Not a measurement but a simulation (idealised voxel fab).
Process module name: voxel self aligned vias
280 nm wide, 5 nm square cells: that's cross-section cut.
Reading order for cross-sections: top band down to bottom band. Underlying form: a grid of square cells. Band size: one or more rows of cells.
This entry defines a band. It first specifies the height of the band's top and the height of its bottom in nm, and then specifies the band's materials from left to right, stating each material with its width in nm. The word "throughout" identifies a single material that fills the band from edge to edge, while the word "blank" identifies empty space.
Height 0 is the level under which the wafer as received is all one material. The lowest band goes on downwards, as in "z 0 and below".
Top row gets the first number, bottom row gets the second, and each row in between changes by the same step: that is how a band width like "30..40" works.
It should be understood that the words "nothing got changed", when stated for a given step, signify that the cross-section underwent no change in any of its cells during that step.
You'll see "Closed internal voids" listing empty spaces that have no way open to the top, as long as they're 8 cells or more; the notation is width x height at distance, where the distance is from the left edge, and all of it is in nm.
That trailing text on a step's line, after the settings, is the simulator's own remark on the step.
"overlay nm", when on a step's line for a step with a mask, measures how far to the right of its planned place the mask lay; a negative measure means to the left.

**Planned step list for the process**
1,RECEIVE with material Si
2,CONFORMAL_DEP with material SiO2, thk nm 15
3,CONFORMAL_DEP with material SiCN, thk nm 5
4,DIRECTIONAL_DEP with material lowk, thk nm 30
5,MASKED_ETCH with tone open, mask id LINES, width nm 25, pitch nm 65, etch materials lowk, depth nm 30, overlay nm 0
6,CONFORMAL_DEP with material TiN, thk nm 5
7,FILL_DEP with material Ru, thk nm 5
8,CMP with height nm 50
9,SELECTIVE_ETCH with etch materials W Ru TiN, depth nm 10
10,FILL_DEP with material SiN, thk nm 5
11,CMP with height nm 50
12,DIRECTIONAL_DEP with material lowk, thk nm 20
13,PATTERN with tone open, mask id VIAS, material resist, width nm 45, pitch nm 130, thk nm 15, overlay nm 0
14,DIRECTIONAL_ETCH with etch materials lowk, depth nm 20
15,DIRECTIONAL_ETCH with etch materials SiN, depth nm 10
16,STRIP with etch materials resist
17,CONFORMAL_DEP with material TiN, thk nm 5
18,FILL_DEP with material Ru, thk nm 5
19,CMP with height nm 70
20,CONFORMAL_DEP with material SiN, thk nm 5

**As-received wafer cross-section (after step 1)**
  z 0 and below: Si throughout
  Closed internal voids: none

**The first of the two wafers as seen in cross-section once the module was finished; processing followed the plan**
  z 75 to 70: SiN throughout
  z 70 to 55: lowk: 50 | TiN: 5 | Ru: 35 | TiN: 5 | lowk: 85 | TiN: 5 | Ru: 35 | TiN: 5 | lowk: 55
  z 55 to 50: lowk: 50 | TiN: 15 | Ru: 15 | TiN: 15 | lowk: 85 | TiN: 15 | Ru: 15 | TiN: 15 | lowk: 55
  z 50 to 45: lowk: 60 | TiN: 5 | Ru: 15 | TiN: 5 | lowk: 40 | SiN: 25 | lowk: 40 | TiN: 5 | Ru: 15 | TiN: 5 | lowk: 65
  z 45 to 40: lowk: 60 | TiN: 25 | lowk: 40 | SiN: 25 | lowk: 40 | TiN: 25 | lowk: 65
  z 40 to 25: lowk: 60 | TiN: 5 | Ru: 15 | TiN: 5 | lowk: 40 | TiN: 5 | Ru: 15 | TiN: 5 | lowk: 40 | TiN: 5 | Ru: 15 | TiN: 5 | lowk: 65
  z 25 to 20: lowk: 60 | TiN: 25 | lowk: 40 | TiN: 25 | lowk: 40 | TiN: 25 | lowk: 65
  z 20 to 15: SiCN throughout
  z 15 to 0: SiO2 throughout
  z 0 and below: Si throughout
  Closed internal voids: none

**Wafer two cross-section, module end. Start and plan unchanged from wafer one; one mistake made during the run**
  z 80 to 75: SiN throughout
  z 75 to 70: TiN: 55 | Ru: 35 | TiN: 95 | Ru: 35 | TiN: 60
  z 70 to 55: lowk: 50 | TiN: 5 | Ru: 35 | TiN: 5 | lowk: 85 | TiN: 5 | Ru: 35 | TiN: 5 | lowk: 55
  z 55 to 50: lowk: 50 | TiN: 15 | Ru: 15 | TiN: 15 | lowk: 85 | TiN: 15 | Ru: 15 | TiN: 15 | lowk: 55
  z 50 to 45: lowk: 60 | TiN: 5 | Ru: 15 | TiN: 5 | lowk: 40 | SiN: 25 | lowk: 40 | TiN: 5 | Ru: 15 | TiN: 5 | lowk: 65
  z 45 to 40: lowk: 60 | TiN: 25 | lowk: 40 | SiN: 25 | lowk: 40 | TiN: 25 | lowk: 65
  z 40 to 25: lowk: 60 | TiN: 5 | Ru: 15 | TiN: 5 | lowk: 40 | TiN: 5 | Ru: 15 | TiN: 5 | lowk: 40 | TiN: 5 | Ru: 15 | TiN: 5 | lowk: 65
  z 25 to 20: lowk: 60 | TiN: 25 | lowk: 40 | TiN: 25 | lowk: 40 | TiN: 25 | lowk: 65
  z 20 to 15: SiCN throughout
  z 15 to 0: SiO2 throughout
  z 0 and below: Si throughout
  Closed internal voids: none
What broke from the plan during processing? step 19 was processed under conditions differing from the plan, specifically as CMP with height nm 75
Counted in cells at the end, the second wafer holds more or fewer of these materials than the first: Ru: 14 more | TiN: 42 more
